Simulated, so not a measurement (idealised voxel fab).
Module name: voxel transistor to metal (process module)
It is cross-section cut that appears here, measuring 265 nm in width, its square cells being 5 nm in size.
We lay out every cross-section as a grid of square cells and spell it out in bands from the top down, where one band means one or more rows of cells.
Band: top and bottom heights (nm) first, top before bottom; then materials from left to right, widths in nm. "everywhere" marks a sole material filling the band edge to edge. "blank" denotes empty space.
Below 0: as-received wafer, all one material; heights counted from there. Lowest band: no bottom, goes on down, written "top 0, no bottom".
Note: "30 to 40" means the width goes from the first number (top row of the band) to the second number (bottom row) in equal steps per row of cells.
Key: "nothing altered" - step with no changed cell in the cross-section.
"Sealed void list": empty spaces of 8 cells or more with no open way to the top, each given as width x height at distance, distance from the left edge, all in nm.
Whatever follows a step's settings on its line is a remark the simulator itself makes about that step.
Regarding "overlay nm": on a step with a mask, it is the distance the mask lay to the right of its planned place; a negative value places it to the left.
### Process steps - plan
step 1: RECEIVE [material Si]
step 2: CONFORMAL_DEP [material SiO2] [thk nm 5]
step 3: CONFORMAL_DEP [material SiN] [thk nm 10]
step 4: DIRECTIONAL_DEP [material aC] [thk nm 10]
step 5: PATTERN [tone cover] [mask id ACTIVE] [material resist] [width nm 105] [pitch nm 125] [thk nm 30] [overlay nm 0]
step 6: DIRECTIONAL_ETCH [etch materials aC] [depth nm 10]
step 7: STRIP [etch materials resist]
step 8: DIRECTIONAL_ETCH [etch materials SiN] [depth nm 10]
step 9: DIRECTIONAL_ETCH [etch materials SiO2] [depth nm 5]
step 10: DIRECTIONAL_ETCH [etch materials Si] [depth nm 35]
step 11: STRIP [etch materials aC]
step 12: FILL_DEP [material SiO2] [thk nm 10]
step 13: CMP [height nm 15]
step 14: SELECTIVE_ETCH [etch materials SiO2] [depth nm 5]
step 15: STRIP [etch materials SiN]
step 16: SELECTIVE_ETCH [etch materials SiO2] [depth nm 5]
step 17: OXIDIZE [depth nm 5]
step 18: DIRECTIONAL_DEP [material polySi] [thk nm 25]
step 19: DIRECTIONAL_DEP [material SiCN] [thk nm 15]
step 20: MASKED_ETCH [tone cover] [mask id GATE] [width nm 25] [pitch nm 125] [etch materials SiCN] [depth nm 25] [overlay nm 0]
step 21: MASKED_ETCH [tone cover] [mask id GATE] [width nm 25] [pitch nm 125] [etch materials polySi] [depth nm 35] [overlay nm 0]
step 22: CONFORMAL_DEP [material SiN] [thk nm 5]
step 23: DIRECTIONAL_ETCH [etch materials SiN] [depth nm 5]
step 24: DIRECTIONAL_ETCH [etch materials SiO2] [depth nm 5]
step 25: EPI [material nSi] [thk nm 5]
step 26: FILL_DEP [material SiO2] [thk nm 10]
step 27: CMP [height nm 25]
step 28: STRIP [etch materials polySi]
step 29: SELECTIVE_ETCH [etch materials SiO2] [depth nm 5]
step 30: CONFORMAL_DEP [material HfO2] [thk nm 5]
step 31: CONFORMAL_DEP [material TiN] [thk nm 5]
step 32: FILL_DEP [material W] [thk nm 10]
step 33: CMP [height nm 20]
step 34: DIRECTIONAL_DEP [material SiO2] [thk nm 10]
step 35: PATTERN [tone open] [mask id CONTACT] [material resist] [width nm 15] [thk nm 20] [overlay nm 0]
step 36: DIRECTIONAL_ETCH [etch materials SiO2] [depth nm 30]
step 37: STRIP [etch materials resist]
step 38: CONFORMAL_DEP [material TiN] [thk nm 5]
step 39: FILL_DEP [material Ru] [thk nm 10]
step 40: CMP [height nm 30]
step 41: CONFORMAL_DEP [material SiN] [thk nm 5]
step 42: DIRECTIONAL_DEP [material lowk] [thk nm 15]
step 43: PATTERN [tone open] [mask id METAL_1] [material resist] [width nm 15] [thk nm 15] [overlay nm 0]
step 44: DIRECTIONAL_ETCH [etch materials lowk] [depth nm 15]
step 45: DIRECTIONAL_ETCH [etch materials SiN] [depth nm 5]
step 46: STRIP [etch materials resist]
step 47: CONFORMAL_DEP [material TiN] [thk nm 5]
step 48: FILL_DEP [material Cu] [thk nm 5]
step 49: CMP [height nm 50]
step 50: EPI [material Ru] [thk nm 5]
step 51: FILL_DEP [material SiCN] [thk nm 5]
### as received, after step 1
- top 0, no bottom: Si everywhere
- Sealed void list: none
### Post-module cross-section: identical start and plan to those above, one misstep in execution
- top 60, bottom 55: SiCN everywhere
- top 55, bottom 50: SiCN 20 nm  Ru 25 nm  SiCN 45 nm  Ru 25 nm  SiCN 30 nm  Ru 25 nm  SiCN 45 nm  Ru 25 nm  SiCN 25 nm
- top 50, bottom 35: lowk 25 nm  TiN 5 nm  Cu 5 nm  TiN 5 nm  lowk 55 nm  TiN 5 nm  Cu 5 nm  TiN 5 nm  lowk 40 nm  TiN 5 nm  Cu 5 nm  TiN 5 nm  lowk 55 nm  TiN 5 nm  Cu 5 nm  TiN 5 nm  lowk 30 nm
- top 35, bottom 30: SiN 25 nm  TiN 15 nm  SiN 55 nm  TiN 15 nm  SiN 40 nm  TiN 15 nm  SiN 55 nm  TiN 15 nm  SiN 30 nm
- top 30, bottom 20: SiO2 25 nm  TiN 5 nm  Ru 5 nm  TiN 5 nm  SiO2 55 nm  TiN 5 nm  Ru 5 nm  TiN 5 nm  SiO2 40 nm  TiN 5 nm  Ru 5 nm  TiN 5 nm  SiO2 55 nm  TiN 5 nm  Ru 5 nm  TiN 5 nm  SiO2 30 nm
- top 20, bottom 10: SiO2 25 nm  TiN 5 nm  Ru 5 nm  TiN 5 nm  SiO2 10 nm  SiN 5 nm  HfO2 5 nm  TiN 5 nm  W 5 nm  TiN 5 nm  HfO2 5 nm  SiN 5 nm  SiO2 10 nm  TiN 5 nm  Ru 5 nm  TiN 5 nm  SiO2 40 nm  TiN 5 nm  Ru 5 nm  TiN 5 nm  SiO2 10 nm  SiN 5 nm  HfO2 5 nm  TiN 5 nm  W 5 nm  TiN 5 nm  HfO2 5 nm  SiN 5 nm  SiO2 10 nm  TiN 5 nm  Ru 5 nm  TiN 5 nm  SiO2 30 nm
- top 10, bottom 5: SiO2 25 nm  TiN 5 nm  Ru 5 nm  TiN 5 nm  SiO2 10 nm  SiN 5 nm  HfO2 5 nm  TiN 15 nm  HfO2 5 nm  SiN 5 nm  SiO2 10 nm  TiN 5 nm  Ru 5 nm  TiN 5 nm  SiO2 40 nm  TiN 5 nm  Ru 5 nm  TiN 5 nm  SiO2 10 nm  SiN 5 nm  HfO2 5 nm  TiN 15 nm  HfO2 5 nm  SiN 5 nm  SiO2 10 nm  TiN 5 nm  Ru 5 nm  TiN 5 nm  SiO2 30 nm
- top 5, bottom 0: SiO2 15 nm  SiN 5 nm  SiO2 5 nm  TiN 15 nm  SiO2 10 nm  HfO2 35 nm  SiO2 10 nm  TiN 15 nm  SiO2 5 nm  SiN 5 nm  SiO2 20 nm  SiN 5 nm  SiO2 5 nm  TiN 15 nm  SiO2 10 nm  HfO2 35 nm  SiO2 10 nm  TiN 15 nm  SiO2 5 nm  SiN 5 nm  SiO2 20 nm
- top 0, bottom -5: nSi 15 nm  SiO2 105 nm  nSi 20 nm  SiO2 105 nm  nSi 20 nm
- top -5, bottom -35: Si 15 nm  SiO2 105 nm  Si 20 nm  SiO2 105 nm  Si 20 nm
- top -35, no bottom: Si everywhere
- Sealed void list: none
Here's what went sideways: step 5 ran as: PATTERN [tone open] [mask id ACTIVE] [material resist] [width nm 105] [pitch nm 125] [thk nm 30] [overlay nm 0]
